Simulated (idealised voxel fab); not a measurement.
Title: Process Module voxel transistor to metal
In the cross-section labelled cut, the width is 295 nm and each square cell is 5 nm.
Bands, listed from the top down, are how a cross-section gets written in this document; the cross-section itself is a grid of square cells, and a band is one or more rows of them. A band entry consists of two parts. The first gives the height of the band's top and the height of its bottom, in nm. The rest lists the band's materials from left to right, each with its width in nm. A single material labelled with the word "everywhere" fills the band from edge to edge, and the word "air" marks empty space. Heads up on the height convention: 0 is the point under which the incoming wafer is all one material, and the lowest band has no bottom, it just keeps going down, like "0 nm and below". When a width is written as two numbers, as in "30 to 40", the first number is the width in the top row of cells of the band and the second is the width in its bottom row, and the width changes by the same amount from each row to the next. Where the words "nothing got changed" appear for a step, the cross-section shows no cell changed by that step; every cell remained as before. Empty spaces without an open route to the top, at least 8 cells in extent, make up the entry "Enclosed void catalog"; each is given as width x height at distance, where the distance is measured from the left edge, and all are in nm. Read whatever lies past the settings on a step's line as the simulator's own remark about the step. overlay nm: mask right of planned place by this much (step with mask). Neg. = left.

-- Below is the list of planned process steps
1 RECEIVE, material Si
2 CONFORMAL_DEP, material SiO2, thk nm 5
3 CONFORMAL_DEP, material SiN, thk nm 15
4 PATTERN, tone cover, mask id ACTIVE, material resist, width nm 105, pitch nm 135, thk nm 15, overlay nm 0
5 DIRECTIONAL_ETCH, etch materials SiN, depth nm 15
6 DIRECTIONAL_ETCH, etch materials SiO2, depth nm 5
7 DIRECTIONAL_ETCH, etch materials Si, depth nm 30
8 STRIP, etch materials resist
9 OXIDIZE, depth nm 5
10 FILL_DEP, material SiO2, thk nm 10
11 CMP, height nm 20
12 SELECTIVE_ETCH, etch materials SiO2, depth nm 15
13 STRIP, etch materials SiN
14 SELECTIVE_ETCH, etch materials SiO2, depth nm 5
15 OXIDIZE, depth nm 5
16 DIRECTIONAL_DEP, material polySi, thk nm 25
17 DIRECTIONAL_DEP, material SiCN, thk nm 10
18 MASKED_ETCH, tone cover, mask id GATE, width nm 25, pitch nm 135, etch materials SiCN, depth nm 20, overlay nm 0
19 MASKED_ETCH, tone cover, mask id GATE, width nm 25, pitch nm 135, etch materials polySi, depth nm 35, overlay nm 0
20 CONFORMAL_DEP, material SiO2, thk nm 5
21 DIRECTIONAL_ETCH, etch materials SiO2, depth nm 5
22 CONFORMAL_DEP, material SiN, thk nm 10
23 DIRECTIONAL_ETCH, etch materials SiN, depth nm 10
24 DIRECTIONAL_ETCH, etch materials SiO2, depth nm 5
25 DIRECTIONAL_ETCH, etch materials Si, depth nm 15
26 EPI, material nSi, thk nm 15
27 FILL_DEP, material SiO2, thk nm 10
28 CMP, height nm 35
29 DIRECTIONAL_DEP, material SiO2, thk nm 15
30 DIRECTIONAL_DEP, material aC, thk nm 15
31 PATTERN, tone open, mask id CONTACT, material resist, width nm 30, thk nm 30, overlay nm 0
32 DIRECTIONAL_ETCH, etch materials aC, depth nm 15
33 STRIP, etch materials resist
34 DIRECTIONAL_ETCH, etch materials SiO2, depth nm 55
35 STRIP, etch materials aC
36 CONFORMAL_DEP, material TiN, thk nm 5
37 FILL_DEP, material W, thk nm 5
38 CMP, height nm 40
39 DIRECTIONAL_DEP, material TiN, thk nm 5
40 DIRECTIONAL_DEP, material Ru, thk nm 20
41 PATTERN, tone cover, mask id METAL_1, material resist, width nm 20, thk nm 20, overlay nm 0
42 DIRECTIONAL_ETCH, etch materials Ru, depth nm 20
43 DIRECTIONAL_ETCH, etch materials TiN, depth nm 5
44 STRIP, etch materials resist
45 CONFORMAL_DEP, material SiN, thk nm 5
46 FILL_DEP, material lowk, thk nm 5
47 CMP, height nm 75
48 CONFORMAL_DEP, material SiCN, thk nm 5
49 DIRECTIONAL_DEP, material lowk, thk nm 25
50 DIRECTIONAL_DEP, material aC, thk nm 15
51 PATTERN, tone open, mask id METAL_2, material resist, width nm 20, pitch nm 135, thk nm 35, overlay nm 0
52 DIRECTIONAL_ETCH, etch materials aC, depth nm 15
53 STRIP, etch materials resist
54 DIRECTIONAL_ETCH, etch materials lowk, depth nm 15
55 STRIP, etch materials aC
56 DIRECTIONAL_DEP, material aC, thk nm 10
57 PATTERN, tone open, mask id METAL_2_HOLES, material resist, width nm 15, pitch nm 135, thk nm 25, overlay nm 0
58 DIRECTIONAL_ETCH, etch materials aC, depth nm 10
59 STRIP, etch materials resist
60 DIRECTIONAL_ETCH, etch materials lowk, depth nm 10
61 DIRECTIONAL_ETCH, etch materials SiCN, depth nm 5
62 STRIP, etch materials aC
63 CONFORMAL_DEP, material TiN, thk nm 5
64 FILL_DEP, material Cu, thk nm 5
65 CMP, height nm 105
66 CONFORMAL_DEP, material SiCN, thk nm 5
varied across the wafers: height nm of step 38. The plan shows the first wafer's value. All wafers start alike

-- Cut through the first of several wafers as received, post step 1
  0 nm and below | Si everywhere
  Enclosed void catalog: none

-- Below, a row for every wafer. Read it as the end-of-module picture: for each material the wafer shows its cells gained (+) or lost (-) since it was received, and then its closed voids
height nm 40; +14 Cu; +64 Ru; -233 Si; +132 SiCN; +155 SiN; +379 SiO2; +120 TiN; +40 W; +493 lowk; +84 nSi; +50 polySi; Enclosed void catalog: none
height nm 45; +14 Cu; +64 Ru; -233 Si; +132 SiCN; +155 SiN; +414 SiO2; +128 TiN; +56 W; +434 lowk; +84 nSi; +50 polySi; Enclosed void catalog: none
height nm 50; +14 Cu; +64 Ru; -233 Si; +132 SiCN; +131 SiN; +449 SiO2; +136 TiN; +72 W; +399 lowk; +84 nSi; +50 polySi; Enclosed void catalog: none
height nm 55; +14 Cu; +48 Ru; -233 Si; +132 SiCN; +123 SiN; +449 SiO2; +179 TiN; +88 W; +364 lowk; +84 nSi; +50 polySi; Enclosed void catalog: none
height nm 60; +14 Cu; +32 Ru; -233 Si; +132 SiCN; +115 SiN; +449 SiO2; +179 TiN; +147 W; +329 lowk; +84 nSi; +50 polySi; Enclosed void catalog: none
